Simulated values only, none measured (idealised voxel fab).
Herein follows the process module entitled voxel ribs on slabs.
This is section cut - it's 140 nm across, gridded in 5 nm square cells.
In this document a cross-section is written as a grid of square cells. It is given as a series of bands, listed from the top down, and a band is one or more rows of cells.
First you get the band's top height and its bottom height, in nm, and then the materials it's made of, left to right, with each width in nm. If you see a single material with "throughout", that one covers the band edge to edge. "empty" is empty space.
For the purposes of this specification, 0 denotes the height below which the wafer in its as-received condition is composed wholly of one material, and the lowermost band, lacking a lower limit, extends downward without end, as expressed in "from 0 down".
Quick explanation for "30 to 40": the width changes in equal steps down the rows of cells, from the first number in the band's top row to the second number in its bottom row.
Reading "remains unaltered" for a step: not a cell of the cross-section changed in it.
Enclosed voids (no open way to top), threshold 8 cells or more, entry "Closed void catalog", notation width x height at distance, distance from left edge, nm.
Past the settings on a step's line: simulator remark, on that step.
The "overlay nm" setting may appear on a step's line; for a step that uses a mask, it gives how far to the right of its planned position the mask lay, and a negative value indicates the left.
Intended process steps
- 1: RECEIVE,material Si
- 2: DIRECTIONAL_DEP,material SiO2,thk nm 25
- 3: DIRECTIONAL_DEP,material polySi,thk nm 15
- 4: DIRECTIONAL_DEP,material aC,thk nm 10
- 5: PATTERN,tone cover,mask id RIB,material resist,width nm 25,thk nm 30,overlay nm 0
- 6: DIRECTIONAL_ETCH,etch materials aC,depth nm 10
- 7: STRIP,etch materials resist
- 8: DIRECTIONAL_ETCH,etch materials polySi,depth nm 10
- 9: STRIP,etch materials aC
- 10: DIRECTIONAL_DEP,material aC,thk nm 10
- 11: PATTERN,tone cover,mask id SLAB,material resist,width nm 65,thk nm 30,overlay nm 0
- 12: DIRECTIONAL_ETCH,etch materials aC,depth nm 10
- 13: STRIP,etch materials resist
- 14: DIRECTIONAL_ETCH,etch materials polySi,depth nm 5
- 15: STRIP,etch materials aC
- 16: FILL_DEP,material SiO2,thk nm 25
- 17: CMP,height nm 60
- 18: DIRECTIONAL_DEP,material TiN,thk nm 10
- 19: DIRECTIONAL_DEP,material aC,thk nm 10
- 20: PATTERN,tone cover,mask id HEATER,material resist,width nm 35,thk nm 25,overlay nm 0
- 21: DIRECTIONAL_ETCH,etch materials aC,depth nm 10
- 22: STRIP,etch materials resist
- 23: DIRECTIONAL_ETCH,etch materials TiN,depth nm 10
- 24: STRIP,etch materials aC
- 25: CONFORMAL_DEP,material SiO2,thk nm 10
Cross-section of the incoming wafer, state after step 1
* from 0 down = Si throughout
* Closed void catalog: none
Here's the cross-section of the first of our two wafers at the end of the module - it ran as planned
* from 80 to 70 = empty: 40; SiO2: 55; empty: 45
* from 70 to 60 = SiO2: 50; TiN: 35; SiO2: 55
* from 60 to 40 = SiO2 throughout
* from 40 to 30 = SiO2: 55; polySi: 25; SiO2: 60
* from 30 to 25 = SiO2: 35; polySi: 65; SiO2: 40
* from 25 to 0 = SiO2 throughout
* from 0 down = Si throughout
* Closed void catalog: none
Module end: cross-section of wafer two of two. Same start and process plan as the first wafer. One mistake during execution
* from 80 to 70 = empty: 40; SiO2: 55; empty: 45
* from 70 to 60 = SiO2: 50; TiN: 35; SiO2: 55
* from 60 to 35 = SiO2 throughout
* from 35 to 30 = SiO2: 55; polySi: 25; SiO2: 60
* from 30 to 25 = polySi: 35; SiO2: 20; polySi: 25; SiO2: 20; polySi: 40
* from 25 to 0 = SiO2 throughout
* from 0 down = Si throughout
* Closed void catalog: none
Which mistake was made when the wafer was run? step 11 off recipe, ran as PATTERN,tone open,mask id SLAB,material resist,width nm 65,thk nm 30,overlay nm 0
Materials where the second wafer ends with more or fewer cells than the first: SiO2: 2 fewer, polySi: 2 more
